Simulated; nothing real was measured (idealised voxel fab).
process module | voxel wiring stack
cross-section cut | 170 nm wide | cells 5 nm
A cross-section is a grid of square cells, given in bands from the top down. A band is one or more rows of cells.
Each band's line starts with the height of the band's top and of its bottom, in nm. Then come its materials from left to right, each with its width in nm. One material with "throughout" fills the band from edge to edge. "air" is empty space.
Height 0 is the level under which the wafer as received is all one material. The lowest band goes on downwards, as in "0 down".
A width such as "30 to 40" changes by the same amount from each row of cells to the next, from the band's top row to its bottom row.
"no change" after a step means that no cell of the cross-section changed.
closed voids: empty space of 8 cells or more with no open way to the top, each as width x height at its distance from the left edge, in nm
after a step's settings: what the simulator itself notes on the step
overlay nm, on a step with a mask: how far to the right of its planned place the mask lay; to the left if negative
Each pair below shows a cross-section before one step and the cross-section after it, down to the lowest band that changed. The line under each pair gives the step between them, with its settings. The pairs can come from different runs of this module on the same starting wafer, so a pair continues from the pair above only where its "before" says so.
before
  105 to 100: Ru throughout
  100 to 95: TiN 60 | Ru 5 | TiN 30 | Ru 5 | TiN 70
  95 to 75: SiO2 55 | TiN 5 | Ru 5 | TiN 5 | SiO2 20 | TiN 5 | Ru 5 | TiN 5 | SiO2 65
  75 to 70: SiCN 55 | TiN 15 | SiCN 20 | TiN 15 | SiCN 65
  70 to 55: SiO2 55 | Ru 20 | SiO2 15 | Ru 20 | SiO2 60
  55 to 50: SiO2 55 | TiN 20 | SiO2 15 | TiN 20 | SiO2 60
  50 to 45: SiCN 55 | TiN 15 | SiCN 20 | TiN 15 | SiCN 65
  45 to 35: SiO2 throughout
  35 to 15: lowk 50 | SiN 5 | W 20 | SiN 5 | lowk 5 | SiN 5 | W 20 | SiN 5 | lowk 55
  15 to 10: SiN 55 | TiN 20 | SiN 15 | TiN 20 | SiN 60
  10 to 0: SiO2 throughout
  0 down: Si throughout
  closed voids: none
after
  95 to 75: SiO2 55 | TiN 5 | Ru 5 | TiN 5 | SiO2 20 | TiN 5 | Ru 5 | TiN 5 | SiO2 65
  below 75: unchanged
  closed voids: none
the step between: op CMP | height nm 95
before: the cross-section after the pair above
after
  100 to 95: TiN throughout
  below 95: unchanged
  closed voids: none
the step between: op DIRECTIONAL_DEP | material TiN | thk nm 5
before: the cross-section after the pair above
after
  115 to 100: W throughout
  below 100: unchanged
  closed voids: none
the step between: op DIRECTIONAL_DEP | material W | thk nm 15
before: the cross-section after the pair above
after
  115 to 100: air 55 | W 20 | air 15 | W 20 | air 60
  below 100: unchanged
  closed voids: none
the step between: op MASKED_ETCH | tone cover | mask id METAL_3 | width nm 20 | pitch nm 35 | etch materials W | depth nm 15 | overlay nm 0
before: the cross-section after the pair above
after
  115 to 100: air 55 | W 20 | air 15 | W 20 | air 60
  100 to 95: air 55 | TiN 20 | air 15 | TiN 20 | air 60
  below 95: unchanged
  closed voids: none
the step between: op MASKED_ETCH | tone cover | mask id METAL_3 | width nm 20 | pitch nm 35 | etch materials TiN | depth nm 5 | overlay nm 0
before: the cross-section after the pair above
after
  125 to 115: SiO2 throughout
  115 to 100: SiO2 55 | W 20 | SiO2 15 | W 20 | SiO2 60
  100 to 95: SiO2 55 | TiN 20 | SiO2 15 | TiN 20 | SiO2 60
  below 95: unchanged
  closed voids: none
the step between: op FILL_DEP | material SiO2 | thk nm 10
before: the cross-section after the pair above
after
  115 to 100: SiO2 55 | W 20 | SiO2 15 | W 20 | SiO2 60
  below 100: unchanged
  closed voids: none
the step between: op CMP | height nm 115
before: the cross-section after the pair above
after
  120 to 115: SiN throughout
  below 115: unchanged
  closed voids: none
the step between: op CONFORMAL_DEP | material SiN | thk nm 5
before
  75 to 70: SiO2 throughout
  70 to 55: SiO2 55 | Ru 20 | SiO2 15 | Ru 20 | SiO2 60
  55 to 50: SiO2 55 | TiN 20 | SiO2 15 | TiN 20 | SiO2 60
  50 to 40: SiO2 55 | TiN 5 | Ru 5 | TiN 5 | SiO2 20 | TiN 5 | Ru 5 | TiN 5 | SiO2 65
  40 to 35: SiCN 55 | TiN 15 | SiCN 20 | TiN 15 | SiCN 65
  35 to 15: lowk 50 | SiN 5 | W 20 | SiN 5 | lowk 5 | SiN 5 | W 20 | SiN 5 | lowk 55
  15 to 10: SiN 55 | TiN 20 | SiN 15 | TiN 20 | SiN 60
  10 to 0: SiO2 throughout
  0 down: Si throughout
  closed voids: none
after
  60 to 55: SiO2 55 | Ru 20 | SiO2 15 | Ru 20 | SiO2 60
  below 55: unchanged
  closed voids: none
the step between: op CMP | height nm 60
before: the cross-section after the pair above
after
  65 to 60: SiCN throughout
  below 60: unchanged
  closed voids: none
the step between: op CONFORMAL_DEP | material SiCN | thk nm 5
before: the cross-section after the pair above
after
  85 to 65: SiO2 throughout
  below 65: unchanged
  closed voids: none
the step between: op DIRECTIONAL_DEP | material SiO2 | thk nm 20
before: the cross-section after the pair above
after
  100 to 85: aC throughout
  below 85: unchanged
  closed voids: none
the step between: op DIRECTIONAL_DEP | material aC | thk nm 15
before: the cross-section after the pair above
after
  135 to 100: resist 55 | air 15 | resist 20 | air 15 | resist 65
  below 100: unchanged
  closed voids: none
the step between: op PATTERN | tone open | mask id PLUG_2 | material resist | width nm 15 | pitch nm 35 | thk nm 35 | overlay nm 0
before: the cross-section after the pair above
after
  120 to 100: resist 55 | air 15 | resist 20 | air 15 | resist 65
  100 to 85: aC 55 | air 15 | aC 20 | air 15 | aC 65
  below 85: unchanged
  closed voids: none
the step between: op DIRECTIONAL_ETCH | etch materials aC | depth nm 15
before: the cross-section after the pair above
after
  100 to 85: aC 55 | air 15 | aC 20 | air 15 | aC 65
  below 85: unchanged
  closed voids: none
the step between: op STRIP | etch materials resist
before: the cross-section after the pair above
after
  100 to 85: aC 55 | air 15 | aC 20 | air 15 | aC 65
  85 to 65: SiO2 55 | air 15 | SiO2 20 | air 15 | SiO2 65
  below 65: unchanged
  closed voids: none
the step between: op DIRECTIONAL_ETCH | etch materials SiO2 | depth nm 20
before: the cross-section after the pair above
after
  100 to 85: aC 55 | air 15 | aC 20 | air 15 | aC 65
  85 to 65: SiO2 55 | air 15 | SiO2 20 | air 15 | SiO2 65
  65 to 60: SiCN 55 | air 15 | SiCN 20 | air 15 | SiCN 65
  below 60: unchanged
  closed voids: none
the step between: op DIRECTIONAL_ETCH | etch materials SiCN | depth nm 5
before: the cross-section after the pair above
after
  85 to 65: SiO2 55 | air 15 | SiO2 20 | air 15 | SiO2 65
  below 65: unchanged
  closed voids: none
the step between: op STRIP | etch materials aC
before: the cross-section after the pair above
after
  90 to 85: TiN 60 | air 5 | TiN 30 | air 5 | TiN 70
  85 to 65: SiO2 55 | TiN 5 | air 5 | TiN 5 | SiO2 20 | TiN 5 | air 5 | TiN 5 | SiO2 65
  65 to 60: SiCN 55 | TiN 15 | SiCN 20 | TiN 15 | SiCN 65
  below 60: unchanged
  closed voids: none
the step between: op CONFORMAL_DEP | material TiN | thk nm 5
before: the cross-section after the pair above
after
  95 to 90: Ru throughout
  90 to 85: TiN 60 | Ru 5 | TiN 30 | Ru 5 | TiN 70
  85 to 65: SiO2 55 | TiN 5 | Ru 5 | TiN 5 | SiO2 20 | TiN 5 | Ru 5 | TiN 5 | SiO2 65
  below 65: unchanged
  closed voids: none
the step between: op FILL_DEP | material Ru | thk nm 5
before: the cross-section after the pair above
after
  100 to 95: TiN throughout
  below 95: unchanged
  closed voids: none
the step between: op DIRECTIONAL_DEP | material TiN | thk nm 5
before: the cross-section after the pair above
after
  115 to 100: W throughout
  below 100: unchanged
  closed voids: none
the step between: op DIRECTIONAL_DEP | material W | thk nm 15
before: the cross-section after the pair above
after
  115 to 100: air 55 | W 20 | air 15 | W 20 | air 60
  below 100: unchanged
  closed voids: none
the step between: op MASKED_ETCH | tone cover | mask id METAL_3 | width nm 20 | pitch nm 35 | etch materials W | depth nm 15 | overlay nm 0
before: the cross-section after the pair above
after
  115 to 100: air 55 | W 20 | air 15 | W 20 | air 60
  100 to 95: air 55 | TiN 20 | air 15 | TiN 20 | air 60
  below 95: unchanged
  closed voids: none
the step between: op MASKED_ETCH | tone cover | mask id METAL_3 | width nm 20 | pitch nm 35 | etch materials TiN | depth nm 5 | overlay nm 0
before: the cross-section after the pair above
after
  125 to 115: SiO2 throughout
  115 to 100: SiO2 55 | W 20 | SiO2 15 | W 20 | SiO2 60
  100 to 95: SiO2 55 | TiN 20 | SiO2 15 | TiN 20 | SiO2 60
  below 95: unchanged
  closed voids: none
the step between: op FILL_DEP | material SiO2 | thk nm 10
before: the cross-section after the pair above
after
  115 to 100: SiO2 55 | W 20 | SiO2 15 | W 20 | SiO2 60
  below 100: unchanged
  closed voids: none
the step between: op CMP | height nm 115
before: the cross-section after the pair above
after
  120 to 115: SiN throughout
  below 115: unchanged
  closed voids: none
the step between: op CONFORMAL_DEP | material SiN | thk nm 5
before
  60 to 50: aC throughout
  50 to 40: SiO2 throughout
  40 to 35: SiCN throughout
  35 to 15: lowk 50 | SiN 5 | W 20 | SiN 5 | lowk 5 | SiN 5 | W 20 | SiN 5 | lowk 55
  15 to 10: SiN 55 | TiN 20 | SiN 15 | TiN 20 | SiN 60
  10 to 0: SiO2 throughout
  0 down: Si throughout
  closed voids: none
after
  85 to 60: resist 55 | air 20 | resist 15 | air 20 | resist 60
  below 60: unchanged
  closed voids: none
the step between: op PATTERN | tone open | mask id PLUG_1 | material resist | width nm 20 | pitch nm 35 | thk nm 25 | overlay nm 0
before: the cross-section after the pair above
after
  75 to 60: resist 55 | air 20 | resist 15 | air 20 | resist 60
  60 to 50: aC 55 | air 20 | aC 15 | air 20 | aC 60
  below 50: unchanged
  closed voids: none
the step between: op DIRECTIONAL_ETCH | etch materials aC | depth nm 10
before: the cross-section after the pair above
after
  60 to 50: aC 55 | air 20 | aC 15 | air 20 | aC 60
  below 50: unchanged
  closed voids: none
the step between: op STRIP | etch materials resist
before: the cross-section after the pair above
after
  60 to 50: aC 55 | air 20 | aC 15 | air 20 | aC 60
  50 to 40: SiO2 55 | air 20 | SiO2 15 | air 20 | SiO2 60
  below 40: unchanged
  closed voids: none
the step between: op DIRECTIONAL_ETCH | etch materials SiO2 | depth nm 10
before: the cross-section after the pair above
after
  60 to 50: aC 55 | air 20 | aC 15 | air 20 | aC 60
  50 to 40: SiO2 55 | air 20 | SiO2 15 | air 20 | SiO2 60
  40 to 35: SiCN 55 | air 20 | SiCN 15 | air 20 | SiCN 60
  below 35: unchanged
  closed voids: none
the step between: op DIRECTIONAL_ETCH | etch materials SiCN | depth nm 5
before: the cross-section after the pair above
after
  50 to 40: SiO2 55 | air 20 | SiO2 15 | air 20 | SiO2 60
  below 40: unchanged
  closed voids: none
the step between: op STRIP | etch materials aC
before: the cross-section after the pair above
after
  55 to 50: TiN 60 | air 10 | TiN 25 | air 10 | TiN 65
  50 to 40: SiO2 55 | TiN 5 | air 10 | TiN 5 | SiO2 15 | TiN 5 | air 10 | TiN 5 | SiO2 60
  40 to 35: SiCN 55 | TiN 20 | SiCN 15 | TiN 20 | SiCN 60
  below 35: unchanged
  closed voids: none
the step between: op CONFORMAL_DEP | material TiN | thk nm 5
before: the cross-section after the pair above
after
  60 to 55: Ru throughout
  55 to 50: TiN 60 | Ru 10 | TiN 25 | Ru 10 | TiN 65
  50 to 40: SiO2 55 | TiN 5 | Ru 10 | TiN 5 | SiO2 15 | TiN 5 | Ru 10 | TiN 5 | SiO2 60
  below 40: unchanged
  closed voids: none
the step between: op FILL_DEP | material Ru | thk nm 5
before: the cross-section after the pair above
after
  50 to 40: SiO2 55 | TiN 5 | Ru 10 | TiN 5 | SiO2 15 | TiN 5 | Ru 10 | TiN 5 | SiO2 60
  below 40: unchanged
  closed voids: none
the step between: op CMP | height nm 50
before: the cross-section after the pair above
after
  55 to 50: TiN throughout
  below 50: unchanged
  closed voids: none
the step between: op DIRECTIONAL_DEP | material TiN | thk nm 5
before: the cross-section after the pair above
after
  70 to 55: Ru throughout
  below 55: unchanged
  closed voids: none
the step between: op DIRECTIONAL_DEP | material Ru | thk nm 15
before: the cross-section after the pair above
after
  70 to 55: air 55 | Ru 20 | air 15 | Ru 20 | air 60
  below 55: unchanged
  closed voids: none
the step between: op MASKED_ETCH | tone cover | mask id METAL_2 | width nm 20 | pitch nm 35 | etch materials Ru | depth nm 15 | overlay nm 0
before: the cross-section after the pair above
after
  70 to 55: air 55 | Ru 20 | air 15 | Ru 20 | air 60
  55 to 50: air 55 | TiN 20 | air 15 | TiN 20 | air 60
  below 50: unchanged
  closed voids: none
the step between: op MASKED_ETCH | tone cover | mask id METAL_2 | width nm 20 | pitch nm 35 | etch materials TiN | depth nm 5 | overlay nm 0
before: the cross-section after the pair above
after
  75 to 70: SiO2 throughout
  70 to 55: SiO2 55 | Ru 20 | SiO2 15 | Ru 20 | SiO2 60
  55 to 50: SiO2 55 | TiN 20 | SiO2 15 | TiN 20 | SiO2 60
  below 50: unchanged
  closed voids: none
the step between: op FILL_DEP | material SiO2 | thk nm 5
before: the cross-section after the pair above
after
  70 to 55: SiO2 55 | Ru 20 | SiO2 15 | Ru 20 | SiO2 60
  below 55: unchanged
  closed voids: none
the step between: op CMP | height nm 70
before: the cross-section after the pair above
after
  75 to 70: SiCN throughout
  below 70: unchanged
  closed voids: none
the step between: op CONFORMAL_DEP | material SiCN | thk nm 5
before: the cross-section after the pair above
after
  95 to 75: SiO2 throughout
  below 75: unchanged
  closed voids: none
the step between: op DIRECTIONAL_DEP | material SiO2 | thk nm 20
before: the cross-section after the pair above
after
  110 to 95: aC throughout
  below 95: unchanged
  closed voids: none
the step between: op DIRECTIONAL_DEP | material aC | thk nm 15
before: the cross-section after the pair above
after
  145 to 110: resist 55 | air 15 | resist 20 | air 15 | resist 65
  below 110: unchanged
  closed voids: none
the step between: op PATTERN | tone open | mask id PLUG_2 | material resist | width nm 15 | pitch nm 35 | thk nm 35 | overlay nm 0
before: the cross-section after the pair above
after
  130 to 110: resist 55 | air 15 | resist 20 | air 15 | resist 65
  110 to 95: aC 55 | air 15 | aC 20 | air 15 | aC 65
  below 95: unchanged
  closed voids: none
the step between: op DIRECTIONAL_ETCH | etch materials aC | depth nm 15
before: the cross-section after the pair above
after
  110 to 95: aC 55 | air 15 | aC 20 | air 15 | aC 65
  below 95: unchanged
  closed voids: none
the step between: op STRIP | etch materials resist
before: the cross-section after the pair above
after
  110 to 95: aC 55 | air 15 | aC 20 | air 15 | aC 65
  95 to 75: SiO2 55 | air 15 | SiO2 20 | air 15 | SiO2 65
  below 75: unchanged
  closed voids: none
the step between: op DIRECTIONAL_ETCH | etch materials SiO2 | depth nm 20
before: the cross-section after the pair above
after
  110 to 95: aC 55 | air 15 | aC 20 | air 15 | aC 65
  95 to 75: SiO2 55 | air 15 | SiO2 20 | air 15 | SiO2 65
  75 to 70: SiCN 55 | air 15 | SiCN 20 | air 15 | SiCN 65
  below 70: unchanged
  closed voids: none
the step between: op DIRECTIONAL_ETCH | etch materials SiCN | depth nm 5
before: the cross-section after the pair above
after
  95 to 75: SiO2 55 | air 15 | SiO2 20 | air 15 | SiO2 65
  below 75: unchanged
  closed voids: none
the step between: op STRIP | etch materials aC
before: the cross-section after the pair above
after
  100 to 95: TiN 60 | air 5 | TiN 30 | air 5 | TiN 70
  95 to 75: SiO2 55 | TiN 5 | air 5 | TiN 5 | SiO2 20 | TiN 5 | air 5 | TiN 5 | SiO2 65
  75 to 70: SiCN 55 | TiN 15 | SiCN 20 | TiN 15 | SiCN 65
  below 70: unchanged
  closed voids: none
the step between: op CONFORMAL_DEP | material TiN | thk nm 5
before: the cross-section after the pair above
after
  105 to 100: Ru throughout
  100 to 95: TiN 60 | Ru 5 | TiN 30 | Ru 5 | TiN 70
  95 to 75: SiO2 55 | TiN 5 | Ru 5 | TiN 5 | SiO2 20 | TiN 5 | Ru 5 | TiN 5 | SiO2 65
  below 75: unchanged
  closed voids: none
the step between: op FILL_DEP | material Ru | thk nm 5
before: the cross-section after the pair above
after
  95 to 75: SiO2 55 | TiN 5 | Ru 5 | TiN 5 | SiO2 20 | TiN 5 | Ru 5 | TiN 5 | SiO2 65
  below 75: unchanged
  closed voids: none
the step between: op CMP | height nm 95
before: the cross-section after the pair above
after
  100 to 95: TiN throughout
  below 95: unchanged
  closed voids: none
the step between: op DIRECTIONAL_DEP | material TiN | thk nm 5
before: the cross-section after the pair above
after
  115 to 100: W throughout
  below 100: unchanged
  closed voids: none
the step between: op DIRECTIONAL_DEP | material W | thk nm 15
before: the cross-section after the pair above
after
  115 to 100: air 55 | W 20 | air 15 | W 20 | air 60
  below 100: unchanged
  closed voids: none
the step between: op MASKED_ETCH | tone cover | mask id METAL_3 | width nm 20 | pitch nm 35 | etch materials W | depth nm 15 | overlay nm 0
before: the cross-section after the pair above
after
  115 to 100: air 55 | W 20 | air 15 | W 20 | air 60
  100 to 95: air 55 | TiN 20 | air 15 | TiN 20 | air 60
  below 95: unchanged
  closed voids: none
the step between: op MASKED_ETCH | tone cover | mask id METAL_3 | width nm 20 | pitch nm 35 | etch materials TiN | depth nm 5 | overlay nm 0
before: the cross-section after the pair above
after
  125 to 115: SiO2 throughout
  115 to 100: SiO2 55 | W 20 | SiO2 15 | W 20 | SiO2 60
  100 to 95: SiO2 55 | TiN 20 | SiO2 15 | TiN 20 | SiO2 60
  below 95: unchanged
  closed voids: none
the step between: op FILL_DEP | material SiO2 | thk nm 10
before: the cross-section after the pair above
after
  115 to 100: SiO2 55 | W 20 | SiO2 15 | W 20 | SiO2 60
  below 100: unchanged
  closed voids: none
the step between: op CMP | height nm 115
before: the cross-section after the pair above
after
  120 to 115: SiN throughout
  below 115: unchanged
  closed voids: none
the step between: op CONFORMAL_DEP | material SiN | thk nm 5
before
  60 to 50: aC throughout
  50 to 40: SiO2 throughout
  40 to 35: SiCN throughout
  35 to 15: lowk 50 | SiN 5 | W 20 | SiN 5 | lowk 5 | SiN 5 | W 20 | SiN 5 | lowk 55
  15 to 10: SiN 55 | TiN 20 | SiN 15 | TiN 20 | SiN 60
  10 to 0: SiO2 throughout
  0 down: Si throughout
  closed voids: none
after
  85 to 60: resist 45 | air 15 | resist 20 | air 15 | resist 75
  below 60: unchanged
  closed voids: none
the step between: op PATTERN | tone open | mask id PLUG_1 | material resist | width nm 15 | pitch nm 35 | thk nm 25 | overlay nm -10
before: the cross-section after the pair above
after
  75 to 60: resist 45 | air 15 | resist 20 | air 15 | resist 75
  60 to 50: aC 45 | air 15 | aC 20 | air 15 | aC 75
  below 50: unchanged
  closed voids: none
the step between: op DIRECTIONAL_ETCH | etch materials aC | depth nm 10
before: the cross-section after the pair above
after
  60 to 50: aC 45 | air 15 | aC 20 | air 15 | aC 75
  below 50: unchanged
  closed voids: none
the step between: op STRIP | etch materials resist
before: the cross-section after the pair above
after
  60 to 50: aC 45 | air 15 | aC 20 | air 15 | aC 75
  50 to 40: SiO2 45 | air 15 | SiO2 20 | air 15 | SiO2 75
  below 40: unchanged
  closed voids: none
the step between: op DIRECTIONAL_ETCH | etch materials SiO2 | depth nm 10
before: the cross-section after the pair above
after
  60 to 50: aC 45 | air 15 | aC 20 | air 15 | aC 75
  50 to 40: SiO2 45 | air 15 | SiO2 20 | air 15 | SiO2 75
  40 to 35: SiCN 45 | air 15 | SiCN 20 | air 15 | SiCN 75
  below 35: unchanged
  closed voids: none
the step between: op DIRECTIONAL_ETCH | etch materials SiCN | depth nm 5
before: the cross-section after the pair above
after
  50 to 40: SiO2 45 | air 15 | SiO2 20 | air 15 | SiO2 75
  below 40: unchanged
  closed voids: none
the step between: op STRIP | etch materials aC
before: the cross-section after the pair above
after
  55 to 50: TiN 50 | air 5 | TiN 30 | air 5 | TiN 80
  50 to 40: SiO2 45 | TiN 5 | air 5 | TiN 5 | SiO2 20 | TiN 5 | air 5 | TiN 5 | SiO2 75
  40 to 35: SiCN 45 | TiN 15 | SiCN 20 | TiN 15 | SiCN 75
  below 35: unchanged
  closed voids: none
the step between: op CONFORMAL_DEP | material TiN | thk nm 5
before: the cross-section after the pair above
after
  60 to 55: Ru throughout
  55 to 50: TiN 50 | Ru 5 | TiN 30 | Ru 5 | TiN 80
  50 to 40: SiO2 45 | TiN 5 | Ru 5 | TiN 5 | SiO2 20 | TiN 5 | Ru 5 | TiN 5 | SiO2 75
  below 40: unchanged
  closed voids: none
the step between: op FILL_DEP | material Ru | thk nm 5
before: the cross-section after the pair above
after
  50 to 40: SiO2 45 | TiN 5 | Ru 5 | TiN 5 | SiO2 20 | TiN 5 | Ru 5 | TiN 5 | SiO2 75
  below 40: unchanged
  closed voids: none
the step between: op CMP | height nm 50
before: the cross-section after the pair above
after
  55 to 50: TiN throughout
  below 50: unchanged
  closed voids: none
the step between: op DIRECTIONAL_DEP | material TiN | thk nm 5
before: the cross-section after the pair above
after
  70 to 55: Ru throughout
  below 55: unchanged
  closed voids: none
the step between: op DIRECTIONAL_DEP | material Ru | thk nm 15
before: the cross-section after the pair above
after
  70 to 55: air 55 | Ru 20 | air 15 | Ru 20 | air 60
  below 55: unchanged
  closed voids: none
the step between: op MASKED_ETCH | tone cover | mask id METAL_2 | width nm 20 | pitch nm 35 | etch materials Ru | depth nm 15 | overlay nm 0
before: the cross-section after the pair above
after
  70 to 55: air 55 | Ru 20 | air 15 | Ru 20 | air 60
  55 to 50: air 55 | TiN 20 | air 15 | TiN 20 | air 60
  below 50: unchanged
  closed voids: none
the step between: op MASKED_ETCH | tone cover | mask id METAL_2 | width nm 20 | pitch nm 35 | etch materials TiN | depth nm 5 | overlay nm 0
before: the cross-section after the pair above
after
  75 to 70: SiO2 throughout
  70 to 55: SiO2 55 | Ru 20 | SiO2 15 | Ru 20 | SiO2 60
  55 to 50: SiO2 55 | TiN 20 | SiO2 15 | TiN 20 | SiO2 60
  below 50: unchanged
  closed voids: none
the step between: op FILL_DEP | material SiO2 | thk nm 5
before: the cross-section after the pair above
after
  70 to 55: SiO2 55 | Ru 20 | SiO2 15 | Ru 20 | SiO2 60
  below 55: unchanged
  closed voids: none
the step between: op CMP | height nm 70
before: the cross-section after the pair above
after
  75 to 70: SiCN throughout
  below 70: unchanged
  closed voids: none
the step between: op CONFORMAL_DEP | material SiCN | thk nm 5
before: the cross-section after the pair above
after
  95 to 75: SiO2 throughout
  below 75: unchanged
  closed voids: none
the step between: op DIRECTIONAL_DEP | material SiO2 | thk nm 20
before: the cross-section after the pair above
after
  110 to 95: aC throughout
  below 95: unchanged
  closed voids: none
the step between: op DIRECTIONAL_DEP | material aC | thk nm 15
before: the cross-section after the pair above
after
  145 to 110: resist 55 | air 15 | resist 20 | air 15 | resist 65
  below 110: unchanged
  closed voids: none
the step between: op PATTERN | tone open | mask id PLUG_2 | material resist | width nm 15 | pitch nm 35 | thk nm 35 | overlay nm 0
before: the cross-section after the pair above
after
  130 to 110: resist 55 | air 15 | resist 20 | air 15 | resist 65
  110 to 95: aC 55 | air 15 | aC 20 | air 15 | aC 65
  below 95: unchanged
  closed voids: none
the step between: op DIRECTIONAL_ETCH | etch materials aC | depth nm 15
before: the cross-section after the pair above
after
  110 to 95: aC 55 | air 15 | aC 20 | air 15 | aC 65
  below 95: unchanged
  closed voids: none
the step between: op STRIP | etch materials resist
before: the cross-section after the pair above
after
  110 to 95: aC 55 | air 15 | aC 20 | air 15 | aC 65
  95 to 75: SiO2 55 | air 15 | SiO2 20 | air 15 | SiO2 65
  below 75: unchanged
  closed voids: none
the step between: op DIRECTIONAL_ETCH | etch materials SiO2 | depth nm 20
before: the cross-section after the pair above
after
  110 to 95: aC 55 | air 15 | aC 20 | air 15 | aC 65
  95 to 75: SiO2 55 | air 15 | SiO2 20 | air 15 | SiO2 65
  75 to 70: SiCN 55 | air 15 | SiCN 20 | air 15 | SiCN 65
  below 70: unchanged
  closed voids: none
the step between: op DIRECTIONAL_ETCH | etch materials SiCN | depth nm 5
before: the cross-section after the pair above
after
  95 to 75: SiO2 55 | air 15 | SiO2 20 | air 15 | SiO2 65
  below 75: unchanged
  closed voids: none
the step between: op STRIP | etch materials aC
before: the cross-section after the pair above
after
  100 to 95: TiN 60 | air 5 | TiN 30 | air 5 | TiN 70
  95 to 75: SiO2 55 | TiN 5 | air 5 | TiN 5 | SiO2 20 | TiN 5 | air 5 | TiN 5 | SiO2 65
  75 to 70: SiCN 55 | TiN 15 | SiCN 20 | TiN 15 | SiCN 65
  below 70: unchanged
  closed voids: none
the step between: op CONFORMAL_DEP | material TiN | thk nm 5
before: the cross-section after the pair above
after
  105 to 100: Ru throughout
  100 to 95: TiN 60 | Ru 5 | TiN 30 | Ru 5 | TiN 70
  95 to 75: SiO2 55 | TiN 5 | Ru 5 | TiN 5 | SiO2 20 | TiN 5 | Ru 5 | TiN 5 | SiO2 65
  below 75: unchanged
  closed voids: none
the step between: op FILL_DEP | material Ru | thk nm 5
before: the cross-section after the pair above
after
  95 to 75: SiO2 55 | TiN 5 | Ru 5 | TiN 5 | SiO2 20 | TiN 5 | Ru 5 | TiN 5 | SiO2 65
  below 75: unchanged
  closed voids: none
the step between: op CMP | height nm 95
before: the cross-section after the pair above
after
  100 to 95: TiN throughout
  below 95: unchanged
  closed voids: none
the step between: op DIRECTIONAL_DEP | material TiN | thk nm 5
before: the cross-section after the pair above
after
  115 to 100: W throughout
  below 100: unchanged
  closed voids: none
the step between: op DIRECTIONAL_DEP | material W | thk nm 15
before: the cross-section after the pair above
after
  115 to 100: air 55 | W 20 | air 15 | W 20 | air 60
  below 100: unchanged
  closed voids: none
the step between: op MASKED_ETCH | tone cover | mask id METAL_3 | width nm 20 | pitch nm 35 | etch materials W | depth nm 15 | overlay nm 0
before: the cross-section after the pair above
after
  115 to 100: air 55 | W 20 | air 15 | W 20 | air 60
  100 to 95: air 55 | TiN 20 | air 15 | TiN 20 | air 60
  below 95: unchanged
  closed voids: none
the step between: op MASKED_ETCH | tone cover | mask id METAL_3 | width nm 20 | pitch nm 35 | etch materials TiN | depth nm 5 | overlay nm 0
before: the cross-section after the pair above
after
  125 to 115: SiO2 throughout
  115 to 100: SiO2 55 | W 20 | SiO2 15 | W 20 | SiO2 60
  100 to 95: SiO2 55 | TiN 20 | SiO2 15 | TiN 20 | SiO2 60
  below 95: unchanged
  closed voids: none
the step between: op FILL_DEP | material SiO2 | thk nm 10
before: the cross-section after the pair above
after
  115 to 100: SiO2 55 | W 20 | SiO2 15 | W 20 | SiO2 60
  below 100: unchanged
  closed voids: none
the step between: op CMP | height nm 115
before: the cross-section after the pair above
after
  120 to 115: SiN throughout
  below 115: unchanged
  closed voids: none
the step between: op CONFORMAL_DEP | material SiN | thk nm 5
before
  60 to 50: aC 55 | air 15 | aC 20 | air 15 | aC 65
  50 to 40: SiO2 55 | air 15 | SiO2 20 | air 15 | SiO2 65
  40 to 35: SiCN 55 | air 15 | SiCN 20 | air 15 | SiCN 65
  35 to 15: lowk 50 | SiN 5 | W 20 | SiN 5 | lowk 5 | SiN 5 | W 20 | SiN 5 | lowk 55
  15 to 10: SiN 55 | TiN 20 | SiN 15 | TiN 20 | SiN 60
  10 to 0: SiO2 throughout
  0 down: Si throughout
  closed voids: none
after
  60 to 50: aC 55 | air 15 | aC 20 | air 15 | aC 65
  50 to 40: SiO2 55 | air 15 | SiO2 20 | air 15 | SiO2 65
  40 to 35: SiCN 55 | air 15 | SiCN 20 | air 15 | SiCN 65
  35 to 15: lowk 50 | SiN 5 | air 20 | SiN 5 | lowk 5 | SiN 5 | air 20 | SiN 5 | lowk 55
  below 15: unchanged
  closed voids: none
the step between: op STRIP | etch materials W
before: the cross-section after the pair above
after
  65 to 60: TiN 60 | air 5 | TiN 30 | air 5 | TiN 70
  60 to 50: aC 55 | TiN 5 | air 5 | TiN 5 | aC 20 | TiN 5 | air 5 | TiN 5 | aC 65
  50 to 40: SiO2 55 | TiN 5 | air 5 | TiN 5 | SiO2 20 | TiN 5 | air 5 | TiN 5 | SiO2 65
  40 to 35: SiCN 55 | TiN 5 | air 5 | TiN 5 | SiCN 20 | TiN 5 | air 5 | TiN 5 | SiCN 65
  35 to 30: lowk 50 | SiN 5 | TiN 5 | air 5 | TiN 10 | SiN 5 | lowk 5 | SiN 5 | TiN 5 | air 5 | TiN 10 | SiN 5 | lowk 55
  30 to 20: lowk 50 | SiN 5 | TiN 5 | air 10 | TiN 5 | SiN 5 | lowk 5 | SiN 5 | TiN 5 | air 10 | TiN 5 | SiN 5 | lowk 55
  20 to 15: lowk 50 | SiN 5 | TiN 20 | SiN 5 | lowk 5 | SiN 5 | TiN 20 | SiN 5 | lowk 55
  below 15: unchanged
  closed voids: none
the step between: op CONFORMAL_DEP | material TiN | thk nm 5
before: the cross-section after the pair above
after
  70 to 65: Ru throughout
  65 to 60: TiN 60 | Ru 5 | TiN 30 | Ru 5 | TiN 70
  60 to 50: aC 55 | TiN 5 | Ru 5 | TiN 5 | aC 20 | TiN 5 | Ru 5 | TiN 5 | aC 65
  50 to 40: SiO2 55 | TiN 5 | Ru 5 | TiN 5 | SiO2 20 | TiN 5 | Ru 5 | TiN 5 | SiO2 65
  40 to 35: SiCN 55 | TiN 5 | Ru 5 | TiN 5 | SiCN 20 | TiN 5 | Ru 5 | TiN 5 | SiCN 65
  35 to 30: lowk 50 | SiN 5 | TiN 5 | Ru 5 | TiN 10 | SiN 5 | lowk 5 | SiN 5 | TiN 5 | Ru 5 | TiN 10 | SiN 5 | lowk 55
  30 to 20: lowk 50 | SiN 5 | TiN 5 | Ru 10 | TiN 5 | SiN 5 | lowk 5 | SiN 5 | TiN 5 | Ru 10 | TiN 5 | SiN 5 | lowk 55
  below 20: unchanged
  closed voids: none
the step between: op FILL_DEP | material Ru | thk nm 5
before: the cross-section after the pair above
after
  50 to 40: SiO2 55 | TiN 5 | Ru 5 | TiN 5 | SiO2 20 | TiN 5 | Ru 5 | TiN 5 | SiO2 65
  below 40: unchanged
  closed voids: none
the step between: op CMP | height nm 50
before: the cross-section after the pair above
after
  55 to 50: TiN throughout
  below 50: unchanged
  closed voids: none
the step between: op DIRECTIONAL_DEP | material TiN | thk nm 5
before: the cross-section after the pair above
after
  70 to 55: Ru throughout
  below 55: unchanged
  closed voids: none
the step between: op DIRECTIONAL_DEP | material Ru | thk nm 15
